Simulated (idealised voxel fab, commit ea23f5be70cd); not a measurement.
Title: Process Module voxel trench capacitor
The figure presents cross-section cut, which has a width of 215 nm and is divided into square cells with an edge length of 5 nm.
Cross-section, as written here: a square-cell grid given band by band from the top down, where a band holds one or more rows of cells.
Band entry format. Leading values: height of top, height of bottom, nm. Remainder: materials in left-to-right order, each with its width in nm. Special words: "full width" on a single material, which then fills the band edge to edge; "blank", empty space.
Heights are reckoned from 0. Under this level, the received wafer is all of one material. The bottommost band is open-ended downward, for example "from 0 down".
With a width like "30..40", each row of cells in the band differs from the next by the same amount, the top row carrying the first number and the bottom row the second.
Step note "no change occurred" = no cross-section cell changed.
The list in "Enclosed cavities" covers empty spaces of 8 cells or more that cannot reach the top through any open way, and it gives each as width x height at distance; the distance is from the left edge, and width, height and distance are in nm.
On a step's line, text after the settings is the simulator commenting on that step.
What "overlay nm" on a step's line means: if the step has a mask, that mask lay this far to the right of its planned place, or, when the value is negative, to the left.

PLANNED PROCESS STEPS
- 1: RECEIVE,material Si
- 2: CONFORMAL_DEP,material SiN,thk nm 10
- 3: MASKED_ETCH,tone open,mask id TRENCH,width nm 30,pitch nm 45,etch materials SiN,depth nm 10,overlay nm 0
- 4: MASKED_ETCH,tone open,mask id TRENCH,width nm 30,pitch nm 45,etch materials Si,depth nm 25,overlay nm 0
- 5: CONFORMAL_DEP,material Al2O3,thk nm 5
- 6: CONFORMAL_DEP,material TiN,thk nm 5
- 7: FILL_DEP,material W,thk nm 5
- 8: CMP,height nm 10

FIRST WAFER, TWO IN TOTAL, RUN AS PLANNED

SHOWN IN CROSS-SECTION IS THE WAFER AS RECEIVED, THAT IS, AS IT STANDS AFTER STEP 1
  from 0 down | Si full width
  Enclosed cavities: none

TAKE A LOOK AT THE WAFER'S CROSS-SECTION AFTER STEP 2
  from 10 to 0 | SiN full width
  Anything lower than 0 is untouched.

TAKE A LOOK AT THE WAFER'S CROSS-SECTION AFTER STEP 3
  from 10 to 0 | SiN 45 / blank 30 / SiN 15 / blank 30 / SiN 15 / blank 30 / SiN 50
  Anything lower than 0 is untouched.

TAKE A LOOK AT THE WAFER'S CROSS-SECTION AFTER STEP 4
  from 10 to 0 | SiN 45 / blank 30 / SiN 15 / blank 30 / SiN 15 / blank 30 / SiN 50
  from 0 to -25 | Si 45 / blank 30 / Si 15 / blank 30 / Si 15 / blank 30 / Si 50
  Anything lower than -25 is untouched.

TAKE A LOOK AT THE WAFER'S CROSS-SECTION AFTER STEP 5
  from 15 to 10 | Al2O3 50 / blank 20 / Al2O3 25 / blank 20 / Al2O3 25 / blank 20 / Al2O3 55
  from 10 to 0 | SiN 45 / Al2O3 5 / blank 20 / Al2O3 5 / SiN 15 / Al2O3 5 / blank 20 / Al2O3 5 / SiN 15 / Al2O3 5 / blank 20 / Al2O3 5 / SiN 50
  from 0 to -20 | Si 45 / Al2O3 5 / blank 20 / Al2O3 5 / Si 15 / Al2O3 5 / blank 20 / Al2O3 5 / Si 15 / Al2O3 5 / blank 20 / Al2O3 5 / Si 50
  from -20 to -25 | Si 45 / Al2O3 30 / Si 15 / Al2O3 30 / Si 15 / Al2O3 30 / Si 50
  Anything lower than -25 is untouched.

TAKE A LOOK AT THE WAFER'S CROSS-SECTION AFTER STEP 6
  from 20 to 15 | TiN 55 / blank 10 / TiN 35 / blank 10 / TiN 35 / blank 10 / TiN 60
  from 15 to 10 | Al2O3 50 / TiN 5 / blank 10 / TiN 5 / Al2O3 25 / TiN 5 / blank 10 / TiN 5 / Al2O3 25 / TiN 5 / blank 10 / TiN 5 / Al2O3 55
  from 10 to 0 | SiN 45 / Al2O3 5 / TiN 5 / blank 10 / TiN 5 / Al2O3 5 / SiN 15 / Al2O3 5 / TiN 5 / blank 10 / TiN 5 / Al2O3 5 / SiN 15 / Al2O3 5 / TiN 5 / blank 10 / TiN 5 / Al2O3 5 / SiN 50
  from 0 to -15 | Si 45 / Al2O3 5 / TiN 5 / blank 10 / TiN 5 / Al2O3 5 / Si 15 / Al2O3 5 / TiN 5 / blank 10 / TiN 5 / Al2O3 5 / Si 15 / Al2O3 5 / TiN 5 / blank 10 / TiN 5 / Al2O3 5 / Si 50
  from -15 to -20 | Si 45 / Al2O3 5 / TiN 20 / Al2O3 5 / Si 15 / Al2O3 5 / TiN 20 / Al2O3 5 / Si 15 / Al2O3 5 / TiN 20 / Al2O3 5 / Si 50
  Anything lower than -20 is untouched.

TAKE A LOOK AT THE WAFER'S CROSS-SECTION AFTER STEP 7
  from 25 to 20 | W full width
  from 20 to 15 | TiN 55 / W 10 / TiN 35 / W 10 / TiN 35 / W 10 / TiN 60
  from 15 to 10 | Al2O3 50 / TiN 5 / W 10 / TiN 5 / Al2O3 25 / TiN 5 / W 10 / TiN 5 / Al2O3 25 / TiN 5 / W 10 / TiN 5 / Al2O3 55
  from 10 to 0 | SiN 45 / Al2O3 5 / TiN 5 / W 10 / TiN 5 / Al2O3 5 / SiN 15 / Al2O3 5 / TiN 5 / W 10 / TiN 5 / Al2O3 5 / SiN 15 / Al2O3 5 / TiN 5 / W 10 / TiN 5 / Al2O3 5 / SiN 50
  from 0 to -15 | Si 45 / Al2O3 5 / TiN 5 / W 10 / TiN 5 / Al2O3 5 / Si 15 / Al2O3 5 / TiN 5 / W 10 / TiN 5 / Al2O3 5 / Si 15 / Al2O3 5 / TiN 5 / W 10 / TiN 5 / Al2O3 5 / Si 50
  Anything lower than -15 is untouched.

TAKE A LOOK AT THE WAFER'S CROSS-SECTION AFTER STEP 8
  from 10 to 0 | SiN 45 / Al2O3 5 / TiN 5 / W 10 / TiN 5 / Al2O3 5 / SiN 15 / Al2O3 5 / TiN 5 / W 10 / TiN 5 / Al2O3 5 / SiN 15 / Al2O3 5 / TiN 5 / W 10 / TiN 5 / Al2O3 5 / SiN 50
  Anything lower than 0 is untouched.

NOW THE OTHER WAFER: SAME START, SAME RECIPE, BUT WE MESSED UP ONE THING WHEN RUNNING IT. UP TO AND INCLUDING STEP 7 IT'S THE SAME AS THE FIRST ONE

SECOND WAFER CROSS-SECTION, TAKEN AS OF THE TIME THE PLAN SETS FOR STEP 8 TO BE DONE
  from 5 to 0 | SiN 45 / Al2O3 5 / TiN 5 / W 10 / TiN 5 / Al2O3 5 / SiN 15 / Al2O3 5 / TiN 5 / W 10 / TiN 5 / Al2O3 5 / SiN 15 / Al2O3 5 / TiN 5 / W 10 / TiN 5 / Al2O3 5 / SiN 50
  Anything lower than 0 is untouched.
Finding, execution versus plan: planned and actual differ for step 8; actual: CMP,height nm 5
Final wafer comparison in cells, second versus first, more or fewer per material: Al2O3: 6 fewer, SiN: 25 fewer, TiN: 6 fewer, W: 6 fewer
